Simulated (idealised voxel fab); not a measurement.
The following process module bears the name voxel trench capacitor.
This is section cut - it's 260 nm across, gridded in 5 nm square cells.
A cross-section is written here as square cells arranged in a grid, and it is given in bands from the top down, each band taking up one or more rows of cells.
Band: top height; bottom height; in nm. Then, left to right: material with width in nm, for each material. "full width": a single material spanning edge to edge. "blank": empty space.
Note: height 0 marks the level under which the wafer is uniformly one material as received. Lowest band unbounded below, written "top 0, no bottom".
The width entry "30 to 40" should be interpreted row by row: the top row of cells in the band takes the first number, the bottom row takes the second number, and the change between adjacent rows is uniform throughout.
"all unchanged", as given for a step, is the statement that not any cell of the cross-section underwent a change during that step.
"Fully enclosed voids" contains a list of empty spaces, each no smaller than 8 cells and without an open way to the top, written in the form width x height at distance with the distance from the left edge and all three in nm.
On each step's line, the part that comes after the settings is the simulator's own comment on the step.
"overlay nm" answers the question of how far to the right of plan the mask lay on a step that has a mask, and when it is negative the answer is to the left.

Here's what the planned process steps look like:
1) RECEIVE: material Si
2) CONFORMAL_DEP: material SiN, thk nm 5
3) DIRECTIONAL_DEP: material aC, thk nm 10
4) PATTERN: tone open, mask id TRENCH, material resist, width nm 20, pitch nm 40, thk nm 30, overlay nm 0
5) DIRECTIONAL_ETCH: etch materials aC, depth nm 10
6) STRIP: etch materials resist
7) DIRECTIONAL_ETCH: etch materials SiN, depth nm 5
8) DIRECTIONAL_ETCH: etch materials Si, depth nm 30
9) STRIP: etch materials aC
10) CONFORMAL_DEP: material Al2O3, thk nm 5
11) FILL_DEP: material polySi, thk nm 10
12) CMP: height nm 5

As received (post step 1): cross-section:
    top 0, no bottom = Si full width
    Fully enclosed voids: none

Starting structure and process plan are as shown above, but one mistake was made in running the module; the wafer cross-section at the end of the module follows:
    top 5, bottom 0 = SiN=100 / Al2O3=5 / polySi=10 / Al2O3=5 / SiN=20 / Al2O3=5 / polySi=10 / Al2O3=5 / SiN=100
    top 0, bottom -55 = Si=100 / Al2O3=5 / polySi=10 / Al2O3=5 / Si=20 / Al2O3=5 / polySi=10 / Al2O3=5 / Si=100
    top -55, bottom -60 = Si=100 / Al2O3=20 / Si=20 / Al2O3=20 / Si=100
    top -60, no bottom = Si full width
    Fully enclosed voids: none
Run error: twice, step 8 of the plan was run
